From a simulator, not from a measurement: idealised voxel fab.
Process module under the name voxel self aligned contacts
Cross-section cut spans 145 nm and uses square cells 5 nm in size.
Cross-section spec: square-cell grid; bands listed top down; each band is one or more rows.
Heights first: top, then bottom, in nm. Then materials, left to right, each with a width in nm. "all across" on a single material: fills the band edge to edge. "blank": empty space.
Measure heights from 0. That's the level where, below it, the as-received wafer is all one material. The lowest band is bottomless and extends downward; write it as in "z 0 and below".
The two numbers in a width such as "30->40" mark its ends across the band: the first belongs to the top row of cells, the second to the bottom row, and from each row to the next the width moves by the same amount.
Given "stayed the same" for a step, no cell of the cross-section differs between before and after that step.
Each empty space that has no open way to the top and spans at least 8 cells appears under "Closed void table" as width x height at distance, the distance counted from the left edge, all in nm.
Step line, after settings: the simulator's comment on this step.
You can add "overlay nm" to a step's line. For a step with a mask, it describes how far the mask lay to the right of its planned position, and a negative number describes a lay to the left.

So here's the lineup of process steps we planned
| 1 | RECEIVE with material Si |
| 2 | CONFORMAL_DEP with material SiO2, thk nm 5 |
| 3 | DIRECTIONAL_DEP with material polySi, thk nm 30 |
| 4 | DIRECTIONAL_DEP with material SiN, thk nm 20 |
| 5 | DIRECTIONAL_DEP with material aC, thk nm 15 |
| 6 | PATTERN with tone cover, mask id GATE, material resist, width nm 30, pitch nm 55, thk nm 30, overlay nm 0 |
| 7 | DIRECTIONAL_ETCH with etch materials aC, depth nm 15 |
| 8 | STRIP with etch materials resist |
| 9 | DIRECTIONAL_ETCH with etch materials SiN, depth nm 20 |
| 10 | DIRECTIONAL_ETCH with etch materials polySi, depth nm 30 |
| 11 | STRIP with etch materials aC |
| 12 | CONFORMAL_DEP with material SiN, thk nm 5 |
| 13 | DIRECTIONAL_ETCH with etch materials SiN, depth nm 5 |
| 14 | FILL_DEP with material SiO2, thk nm 10 |
| 15 | CMP with height nm 60 |
| 16 | MASKED_ETCH with tone open, mask id CONTACT, width nm 35, etch materials SiO2, depth nm 60, overlay nm 0 |
| 17 | CONFORMAL_DEP with material TiN, thk nm 5 |
| 18 | FILL_DEP with material W, thk nm 10 |
| 19 | CMP with height nm 60 |
| 20 | CONFORMAL_DEP with material SiN, thk nm 5 |

On the first of the two wafers: run conducted according to plan

Step 1 complete: cross-section of the wafer as received
    z 0 and below  Si all across
    Closed void table: none

After step 2, in cross-section
    z 5 to 0  SiO2 all across
    Below 0, no change.

After step 3, in cross-section
    z 35 to 5  polySi all across
    Below 5, no change.

After step 4, in cross-section
    z 55 to 35  SiN all across
    Below 35, no change.

After step 5, in cross-section
    z 70 to 55  aC all across
    Below 55, no change.

After step 6, in cross-section
    z 100 to 70  blank: 30; resist: 30; blank: 25; resist: 30; blank: 30
    Below 70, no change.

After step 7, in cross-section
    z 85 to 70  blank: 30; resist: 30; blank: 25; resist: 30; blank: 30
    z 70 to 55  blank: 30; aC: 30; blank: 25; aC: 30; blank: 30
    Below 55, no change.

After step 8, in cross-section
    z 70 to 55  blank: 30; aC: 30; blank: 25; aC: 30; blank: 30
    Below 55, no change.

After step 9, in cross-section
    z 70 to 55  blank: 30; aC: 30; blank: 25; aC: 30; blank: 30
    z 55 to 35  blank: 30; SiN: 30; blank: 25; SiN: 30; blank: 30
    Below 35, no change.

After step 10, in cross-section
    z 70 to 55  blank: 30; aC: 30; blank: 25; aC: 30; blank: 30
    z 55 to 35  blank: 30; SiN: 30; blank: 25; SiN: 30; blank: 30
    z 35 to 5  blank: 30; polySi: 30; blank: 25; polySi: 30; blank: 30
    Below 5, no change.

After step 11, in cross-section
    z 55 to 35  blank: 30; SiN: 30; blank: 25; SiN: 30; blank: 30
    Below 35, no change.

After step 12, in cross-section
    z 60 to 35  blank: 25; SiN: 40; blank: 15; SiN: 40; blank: 25
    z 35 to 10  blank: 25; SiN: 5; polySi: 30; SiN: 5; blank: 15; SiN: 5; polySi: 30; SiN: 5; blank: 25
    z 10 to 5  SiN: 30; polySi: 30; SiN: 25; polySi: 30; SiN: 30
    Below 5, no change.

After step 13, in cross-section
    z 55 to 35  blank: 25; SiN: 40; blank: 15; SiN: 40; blank: 25
    z 35 to 5  blank: 25; SiN: 5; polySi: 30; SiN: 5; blank: 15; SiN: 5; polySi: 30; SiN: 5; blank: 25
    Below 5, no change.

After step 14, in cross-section
    z 65 to 55  SiO2 all across
    z 55 to 35  SiO2: 25; SiN: 40; SiO2: 15; SiN: 40; SiO2: 25
    z 35 to 5  SiO2: 25; SiN: 5; polySi: 30; SiN: 5; SiO2: 15; SiN: 5; polySi: 30; SiN: 5; SiO2: 25
    Below 5, no change.

After step 15, in cross-section
    z 60 to 55  SiO2 all across
    Below 55, no change.

After step 16, in cross-section
    z 60 to 55  SiO2: 55; blank: 35; SiO2: 55
    z 55 to 35  SiO2: 25; SiN: 40; blank: 15; SiN: 40; SiO2: 25
    z 35 to 5  SiO2: 25; SiN: 5; polySi: 30; SiN: 5; blank: 15; SiN: 5; polySi: 30; SiN: 5; SiO2: 25
    z 5 to 0  SiO2: 65; blank: 15; SiO2: 65
    Below 0, no change.

After step 17, in cross-section
    z 65 to 60  TiN: 60; blank: 25; TiN: 60
    z 60 to 55  SiO2: 55; TiN: 15; blank: 5; TiN: 15; SiO2: 55
    z 55 to 35  SiO2: 25; SiN: 40; TiN: 5; blank: 5; TiN: 5; SiN: 40; SiO2: 25
    z 35 to 5  SiO2: 25; SiN: 5; polySi: 30; SiN: 5; TiN: 5; blank: 5; TiN: 5; SiN: 5; polySi: 30; SiN: 5; SiO2: 25
    z 5 to 0  SiO2: 65; TiN: 15; SiO2: 65
    Below 0, no change.

After step 18, in cross-section
    z 75 to 65  W all across
    z 65 to 60  TiN: 60; W: 25; TiN: 60
    z 60 to 55  SiO2: 55; TiN: 15; W: 5; TiN: 15; SiO2: 55
    z 55 to 35  SiO2: 25; SiN: 40; TiN: 5; W: 5; TiN: 5; SiN: 40; SiO2: 25
    z 35 to 5  SiO2: 25; SiN: 5; polySi: 30; SiN: 5; TiN: 5; W: 5; TiN: 5; SiN: 5; polySi: 30; SiN: 5; SiO2: 25
    Below 5, no change.

After step 19, in cross-section
    z 60 to 55  SiO2: 55; TiN: 15; W: 5; TiN: 15; SiO2: 55
    Below 55, no change.

After step 20, in cross-section
    z 65 to 60  SiN all across
    Below 60, no change.

Wafer two of two - same starting point, same process plan, one mistake in execution; matches wafer one up to and including step 18

X-section, second wafer, when step 19 was due to finish
    z 55 to 35  SiO2: 25; SiN: 40; TiN: 5; W: 5; TiN: 5; SiN: 40; SiO2: 25
    Below 35, no change.

X-section, second wafer, when step 20 was due to finish
    z 60 to 55  SiN all across
    Below 55, no change.
Here's what went sideways: not per plan at step 19, really ran CMP with height nm 55
Cell-count delta at end, second wafer over first, by material: 22 fewer of SiO2 | 6 fewer of TiN | 1 fewer of W
